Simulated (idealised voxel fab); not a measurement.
The process module presented herein is designated voxel self aligned vias.
The cross-section on display is named cut; it measures 185 nm wide, and its cells are 5 nm squares.
Cross-section spec: square-cell grid; bands listed top down; each band is one or more rows. Per band: top height and bottom height in nm, followed by the left-to-right materials and their widths in nm; "edge to edge" marks a single material spanning edge to edge, "blank" marks empty space. Heights are measured from 0, the level below which the as-received wafer is all one material; the lowest band has no bottom and continues downward, written as in "0 nm and below". Think of "30..40" as a width that walks from the first number to the second as you go down the band, top row to bottom row, taking equal-sized steps from row to row. Given "no alterations made" for a step, no cell of the cross-section differs between before and after that step. "Voids lacking openings" lists enclosed empty spaces (at least 8 cells, no open path upward to the top), each as width x height at distance from the left edge, in nm. On a step's line, text after the settings is the simulator commenting on that step. Steps that use a mask can have "overlay nm" on their line. It says how far the mask sat to the right of where it was meant to be. Negative means to the left.
### Planned process steps
step 1: RECEIVE,material Si
step 2: CONFORMAL_DEP,material SiO2,thk nm 15
step 3: CONFORMAL_DEP,material SiCN,thk nm 5
step 4: DIRECTIONAL_DEP,material SiO2,thk nm 20
step 5: MASKED_ETCH,tone open,mask id LINES,width nm 25,pitch nm 50,etch materials SiO2,depth nm 20,overlay nm 0
step 6: CONFORMAL_DEP,material TiN,thk nm 5
step 7: FILL_DEP,material W,thk nm 10
step 8: CMP,height nm 40
step 9: SELECTIVE_ETCH,etch materials W Ru TiN,depth nm 5
step 10: FILL_DEP,material SiN,thk nm 10
step 11: CMP,height nm 40
step 12: DIRECTIONAL_DEP,material SiO2,thk nm 20
step 13: MASKED_ETCH,tone open,mask id VIAS,width nm 35,pitch nm 50,etch materials SiO2,depth nm 20,overlay nm 0
step 14: MASKED_ETCH,tone open,mask id VIAS,width nm 35,pitch nm 50,etch materials SiN,depth nm 5,overlay nm 0
step 15: CONFORMAL_DEP,material TiN,thk nm 5
step 16: FILL_DEP,material Cu,thk nm 10
step 17: CMP,height nm 60
step 18: CONFORMAL_DEP,material SiCN,thk nm 5
### Wafer as received: cross-section following step 1
* 0 nm and below: Si edge to edge
* Voids lacking openings: none
### End-of-module XS, first of two wafers, run as planned
* 65 nm to 60 nm: SiCN edge to edge
* 60 nm to 45 nm: 25 SiO2  5 TiN  25 Cu  5 TiN  15 SiO2  5 TiN  25 Cu  5 TiN  15 SiO2  5 TiN  25 Cu  5 TiN  25 SiO2
* 45 nm to 40 nm: 25 SiO2  10 TiN  15 Cu  10 TiN  15 SiO2  10 TiN  15 Cu  10 TiN  15 SiO2  10 TiN  15 Cu  10 TiN  25 SiO2
* 40 nm to 35 nm: 30 SiO2  25 TiN  25 SiO2  25 TiN  25 SiO2  25 TiN  30 SiO2
* 35 nm to 25 nm: 30 SiO2  5 TiN  15 W  5 TiN  25 SiO2  5 TiN  15 W  5 TiN  25 SiO2  5 TiN  15 W  5 TiN  30 SiO2
* 25 nm to 20 nm: 30 SiO2  25 TiN  25 SiO2  25 TiN  25 SiO2  25 TiN  30 SiO2
* 20 nm to 15 nm: SiCN edge to edge
* 15 nm to 0 nm: SiO2 edge to edge
* 0 nm and below: Si edge to edge
* Voids lacking openings: none
### End-of-module cross-section of the second wafer: identical starting point and process plan to the first, with one processing mistake
* 65 nm to 60 nm: SiCN edge to edge
* 60 nm to 45 nm: 20 Cu  5 TiN  35 SiO2  5 TiN  5 Cu  5 TiN  35 SiO2  5 TiN  5 Cu  5 TiN  35 SiO2  5 TiN  20 Cu
* 45 nm to 40 nm: 25 TiN  35 SiO2  15 TiN  35 SiO2  15 TiN  35 SiO2  25 TiN
* 40 nm to 35 nm: 30 SiO2  25 SiN  25 SiO2  25 SiN  25 SiO2  25 SiN  30 SiO2
* 35 nm to 25 nm: 30 SiO2  5 TiN  15 W  5 TiN  25 SiO2  5 TiN  15 W  5 TiN  25 SiO2  5 TiN  15 W  5 TiN  30 SiO2
* 25 nm to 20 nm: 30 SiO2  25 TiN  25 SiO2  25 TiN  25 SiO2  25 TiN  30 SiO2
* 20 nm to 15 nm: SiCN edge to edge
* 15 nm to 0 nm: SiO2 edge to edge
* 0 nm and below: Si edge to edge
* Voids lacking openings: none
The plan and the run diverged here: step 13 deviated from plan and actually ran as MASKED_ETCH,tone cover,mask id VIAS,width nm 35,pitch nm 50,etch materials SiO2,depth nm 20,overlay nm 0
Bottom line after processing is that, in cells, the second wafer is up or down on some materials versus the first: 24 fewer of Cu, 15 more of SiN, 20 more of SiO2, 11 fewer of TiN
